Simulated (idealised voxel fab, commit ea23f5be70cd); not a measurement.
process module | voxel released beams
cross-section cut | 250 nm wide | cells 5 nm
A cross-section is a grid of square cells, given in bands from the top down. A band is one or more rows of cells.
Each band's line starts with the height of the band's top and of its bottom, in nm. Then come its materials from left to right, each with its width in nm. One material with "throughout" fills the band from edge to edge. "air" is empty space.
Height 0 is the level under which the wafer as received is all one material. The lowest band goes on downwards, as in "0 down".
A width such as "30 to 40" changes by the same amount from each row of cells to the next, from the band's top row to its bottom row.
"no change" after a step means that no cell of the cross-section changed.
closed voids: empty space of 8 cells or more with no open way to the top, each as width x height at its distance from the left edge, in nm
after a step's settings: what the simulator itself notes on the step
overlay nm, on a step with a mask: how far to the right of its planned place the mask lay; to the left if negative
plan
1 op RECEIVE | material Si
2 op CONFORMAL_DEP | material SiN | thk nm 5
3 op DIRECTIONAL_DEP | material SiO2 | thk nm 10
4 op MASKED_ETCH | tone open | mask id ANCHOR | width nm 40 | etch materials SiO2 | depth nm 10 | overlay nm 0
5 op CONFORMAL_DEP | material polySi | thk nm 15
6 op DIRECTIONAL_DEP | material aC | thk nm 10
7 op PATTERN | tone cover | mask id BEAM | material resist | width nm 115 | thk nm 25 | overlay nm 0
8 op DIRECTIONAL_ETCH | etch materials aC | depth nm 10
9 op STRIP | etch materials resist
10 op DIRECTIONAL_ETCH | etch materials polySi | depth nm 15
11 op STRIP | etch materials aC
12 op STRIP | etch materials SiO2
as received, after step 1
  0 down: Si throughout
  closed voids: none
first wafer at the end, as planned
  30 to 20: air 65 | polySi 20 | air 10 | polySi 85 | air 70
  20 to 15: air 65 | polySi 115 | air 70
  15 to 5: air 70 | polySi 40 | air 140
  5 to 0: SiN throughout
  0 down: Si throughout
  closed voids: none
second wafer at the end: like start, like plan, one mistake
  25 to 15: polySi 85 | air 10 | polySi 155
  15 to 5: SiO2 70 | polySi 40 | SiO2 140
  5 to 0: SiN throughout
  0 down: Si throughout
  closed voids: none
what went wrong: step 6 ran as: op DIRECTIONAL_DEP | material polySi | thk nm 10
at the end the second wafer has, in cells: 84 more of SiO2 | 31 more of polySi
